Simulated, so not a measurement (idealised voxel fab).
Module name: voxel capacitor over wiring (process module)
Section shown: cut. Width: 245 nm. Cell size: 5 nm, square.
Each cross-section below is a grid of square cells, stated as bands in top-down order, with one or more rows of cells making up each band.
Top height, bottom height, nm. Materials left to right, width each, nm. Single material + "edge to edge" = fills band edge to edge. "blank" = empty.
Height datum 0, below which the as-received substrate wafer is one material. Lowest band open at the bottom, running downward: "0 down".
A width such as "30 to 40" changes by the same amount from each row of cells to the next, from the band's top row to its bottom row.
Where the words "no modification" appear for a step, the cross-section shows no cell changed by that step; every cell remained as before.
Closed empty spaces (no open way to the top) of 8 cells or more are what "Sealed internal cavities" lists, each as width x height at distance from the left edge, nm for all three.
Post-settings text on a step line: simulator's own remark regarding the step.
overlay nm: mask right of planned place by this much (step with mask). Neg. = left.
**Listed below are the process steps as planned**
1) RECEIVE [material Si]
2) CONFORMAL_DEP [material SiO2] [thk nm 15]
3) DIRECTIONAL_DEP [material TiN] [thk nm 5]
4) DIRECTIONAL_DEP [material W] [thk nm 15]
5) MASKED_ETCH [tone cover] [mask id METAL_1] [width nm 20] [pitch nm 85] [etch materials W] [depth nm 15] [overlay nm 0]
6) MASKED_ETCH [tone cover] [mask id METAL_1] [width nm 20] [pitch nm 85] [etch materials TiN] [depth nm 5] [overlay nm 0]
7) CONFORMAL_DEP [material SiN] [thk nm 5]
8) FILL_DEP [material lowk] [thk nm 10]
9) CMP [height nm 35]
10) CONFORMAL_DEP [material SiCN] [thk nm 5]
11) DIRECTIONAL_DEP [material lowk] [thk nm 20]
12) MASKED_ETCH [tone open] [mask id PLUG_1] [width nm 15] [etch materials lowk] [depth nm 20] [overlay nm 0]
13) MASKED_ETCH [tone open] [mask id PLUG_1] [width nm 15] [etch materials SiCN] [depth nm 5] [overlay nm 0]
14) EPI [material Ru] [thk nm 10]
15) EPI [material Ru] [thk nm 10]
16) EPI [material Ru] [thk nm 5]
17) DIRECTIONAL_DEP [material TiN] [thk nm 5]
18) DIRECTIONAL_DEP [material Al2O3] [thk nm 5]
19) DIRECTIONAL_DEP [material TiN] [thk nm 5]
20) PATTERN [tone cover] [mask id UPPER_PLATE] [material resist] [width nm 70] [thk nm 15] [overlay nm 0]
21) DIRECTIONAL_ETCH [etch materials TiN] [depth nm 5]
22) DIRECTIONAL_ETCH [etch materials Al2O3] [depth nm 5]
23) STRIP [etch materials resist]
24) PATTERN [tone cover] [mask id LOWER_PLATE] [material resist] [width nm 80] [thk nm 20] [overlay nm 0]
25) DIRECTIONAL_ETCH [etch materials TiN] [depth nm 5]
26) STRIP [etch materials resist]
27) FILL_DEP [material SiO2] [thk nm 20]
28) CMP [height nm 90]
29) MASKED_ETCH [tone open] [mask id PLUG_2] [width nm 15] [etch materials SiO2] [depth nm 15] [overlay nm 0]
30) CONFORMAL_DEP [material TiN] [thk nm 5]
31) FILL_DEP [material Ru] [thk nm 10]
32) CMP [height nm 90]
33) CONFORMAL_DEP [material SiN] [thk nm 5]
**Cross-section of the incoming wafer, state after step 1**
    0 down | Si edge to edge
    Sealed internal cavities: none
**First of two wafers, end-of-module section, run followed plan**
    95 to 90 | SiN edge to edge
    90 to 80 | SiO2 85 nm  TiN 5 nm  Ru 5 nm  TiN 5 nm  SiO2 145 nm
    80 to 70 | SiO2 85 to 75 nm  TiN 15 to 70 nm  SiO2 145 to 100 nm
    70 to 65 | SiO2 75 nm  Al2O3 70 nm  SiO2 100 nm
    65 to 60 | SiO2 70 nm  TiN 80 nm  SiO2 95 nm
    60 to 40 | lowk 75 nm  Ru 15 nm  lowk 155 nm
    40 to 35 | SiCN 75 nm  Ru 15 nm  SiCN 155 nm
    35 to 20 | lowk 65 nm  SiN 5 nm  W 20 nm  SiN 5 nm  lowk 55 nm  SiN 5 nm  W 20 nm  SiN 5 nm  lowk 65 nm
    20 to 15 | SiN 70 nm  TiN 20 nm  SiN 65 nm  TiN 20 nm  SiN 70 nm
    15 to 0 | SiO2 edge to edge
    0 down | Si edge to edge
    Sealed internal cavities: none
**What the second wafer looks like in cross-section once the module is done. Its start and its plan matched the first wafer's exactly; what differed was one mistake in how it was run**
    95 to 90 | SiN edge to edge
    90 to 80 | SiO2 85 nm  TiN 5 nm  Ru 5 nm  TiN 5 nm  SiO2 145 nm
    80 to 70 | SiO2 85 to 75 nm  TiN 15 to 70 nm  SiO2 145 to 100 nm
    70 to 65 | SiO2 75 nm  Al2O3 70 nm  SiO2 100 nm
    65 to 60 | SiO2 75 nm  TiN 70 nm  SiO2 100 nm
    60 to 40 | lowk 75 nm  Ru 15 nm  lowk 155 nm
    40 to 35 | SiCN 75 nm  Ru 15 nm  SiCN 155 nm
    35 to 20 | lowk 65 nm  SiN 5 nm  W 20 nm  SiN 5 nm  lowk 55 nm  SiN 5 nm  W 20 nm  SiN 5 nm  lowk 65 nm
    20 to 15 | SiN 70 nm  TiN 20 nm  SiN 65 nm  TiN 20 nm  SiN 70 nm
    15 to 0 | SiO2 edge to edge
    0 down | Si edge to edge
    Sealed internal cavities: none
What was done differently from what was planned? in deviation from the planned setting, step 24 was conducted as PATTERN [tone cover] [mask id LOWER_PLATE] [material resist] [width nm 70] [thk nm 20] [overlay nm 0]
Looking at both finished wafers in cells, the second ends up ahead of or behind the first on some materials: SiO2 +2, TiN -2
